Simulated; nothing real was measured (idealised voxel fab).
process module | voxel capacitor over wiring
cross-section cut | 225 nm wide | cells 5 nm
A cross-section is a grid of square cells, given in bands from the top down. A band is one or more rows of cells.
Each band's line starts with the height of the band's top and of its bottom, in nm. Then come its materials from left to right, each with its width in nm. One material with "throughout" fills the band from edge to edge. "air" is empty space.
Height 0 is the level under which the wafer as received is all one material. The lowest band goes on downwards, as in "0 down".
A width such as "30 to 40" changes by the same amount from each row of cells to the next, from the band's top row to its bottom row.
"no change" after a step means that no cell of the cross-section changed.
closed voids: empty space of 8 cells or more with no open way to the top, each as width x height at its distance from the left edge, in nm
after a step's settings: what the simulator itself notes on the step
overlay nm, on a step with a mask: how far to the right of its planned place the mask lay; to the left if negative
plan
1 op RECEIVE | material Si
2 op CONFORMAL_DEP | material SiO2 | thk nm 10
3 op DIRECTIONAL_DEP | material TiN | thk nm 5
4 op DIRECTIONAL_DEP | material Ru | thk nm 20
5 op PATTERN | tone cover | mask id METAL_1 | material resist | width nm 25 | pitch nm 85 | thk nm 15 | overlay nm 0
6 op DIRECTIONAL_ETCH | etch materials Ru | depth nm 20
7 op DIRECTIONAL_ETCH | etch materials TiN | depth nm 5
8 op STRIP | etch materials resist
9 op CONFORMAL_DEP | material SiN | thk nm 5
10 op FILL_DEP | material SiO2 | thk nm 5
11 op CMP | height nm 35
12 op CONFORMAL_DEP | material SiCN | thk nm 5
13 op DIRECTIONAL_DEP | material lowk | thk nm 20
14 op DIRECTIONAL_DEP | material aC | thk nm 15
15 op PATTERN | tone open | mask id PLUG_1 | material resist | width nm 15 | thk nm 30 | overlay nm 0
16 op DIRECTIONAL_ETCH | etch materials aC | depth nm 15
17 op STRIP | etch materials resist
18 op DIRECTIONAL_ETCH | etch materials lowk | depth nm 20
19 op DIRECTIONAL_ETCH | etch materials SiCN | depth nm 5
20 op STRIP | etch materials aC
21 op CONFORMAL_DEP | material TiN | thk nm 5
22 op FILL_DEP | material W | thk nm 5
23 op CMP | height nm 60
24 op DIRECTIONAL_DEP | material TiN | thk nm 10
25 op DIRECTIONAL_DEP | material SiN | thk nm 5
26 op DIRECTIONAL_DEP | material TiN | thk nm 10
27 op MASKED_ETCH | tone cover | mask id UPPER_PLATE | width nm 65 | etch materials TiN | depth nm 10 | overlay nm 0
28 op MASKED_ETCH | tone cover | mask id UPPER_PLATE | width nm 65 | etch materials SiN | depth nm 5 | overlay nm 0
29 op DIRECTIONAL_DEP | material aC | thk nm 15
30 op PATTERN | tone cover | mask id LOWER_PLATE | material resist | width nm 75 | thk nm 30 | overlay nm 0
31 op DIRECTIONAL_ETCH | etch materials aC | depth nm 15
32 op STRIP | etch materials resist
33 op DIRECTIONAL_ETCH | etch materials TiN | depth nm 10
34 op STRIP | etch materials aC
35 op FILL_DEP | material SiO2 | thk nm 15
36 op CMP | height nm 95
37 op PATTERN | tone open | mask id PLUG_2 | material resist | width nm 15 | thk nm 15 | overlay nm 0
38 op DIRECTIONAL_ETCH | etch materials SiO2 | depth nm 10
39 op STRIP | etch materials resist
40 op CONFORMAL_DEP | material TiN | thk nm 5
41 op FILL_DEP | material Cu | thk nm 10
42 op CMP | height nm 95
43 op CONFORMAL_DEP | material SiCN | thk nm 5
as received, after step 1
  0 down: Si throughout
  closed voids: none
first wafer at the end, as planned
  100 to 95: SiCN throughout
  95 to 90: SiO2 75 | TiN 5 | Cu 5 | TiN 5 | SiO2 135
  90 to 85: SiO2 75 | TiN 15 | SiO2 135
  85 to 75: SiO2 65 | TiN 65 | SiO2 95
  75 to 70: SiO2 65 | SiN 65 | SiO2 95
  70 to 60: SiO2 60 | TiN 75 | SiO2 90
  60 to 40: lowk 65 | TiN 5 | W 5 | TiN 5 | lowk 145
  40 to 35: SiCN 65 | TiN 15 | SiCN 145
  35 to 15: SiO2 50 | SiN 5 | Ru 25 | SiN 5 | SiO2 50 | SiN 5 | Ru 25 | SiN 5 | SiO2 55
  15 to 10: SiN 55 | TiN 25 | SiN 60 | TiN 25 | SiN 60
  10 to 0: SiO2 throughout
  0 down: Si throughout
  closed voids: none
second wafer at the end: like start, like plan, one mistake
  100 to 95: SiCN throughout
  95 to 90: SiO2 75 | TiN 5 | Cu 5 | TiN 5 | SiO2 135
  90 to 85: SiO2 75 | TiN 15 | SiO2 135
  85 to 75: SiO2 65 | TiN 65 | SiO2 95
  75 to 70: SiO2 65 | SiN 65 | SiO2 95
  70 to 60: SiO2 60 | TiN 75 | SiO2 90
  60 to 55: TiN 70 | W 5 | TiN 150
  55 to 40: lowk 65 | TiN 5 | W 5 | TiN 5 | lowk 145
  40 to 35: SiCN 65 | TiN 15 | SiCN 145
  35 to 15: SiO2 50 | SiN 5 | Ru 25 | SiN 5 | SiO2 50 | SiN 5 | Ru 25 | SiN 5 | SiO2 55
  15 to 10: SiN 55 | TiN 25 | SiN 60 | TiN 25 | SiN 60
  10 to 0: SiO2 throughout
  0 down: Si throughout
  closed voids: none
what went wrong: step 13 ran as: op DIRECTIONAL_DEP | material lowk | thk nm 15
at the end the second wafer has, in cells: 42 more of TiN | 42 fewer of lowk
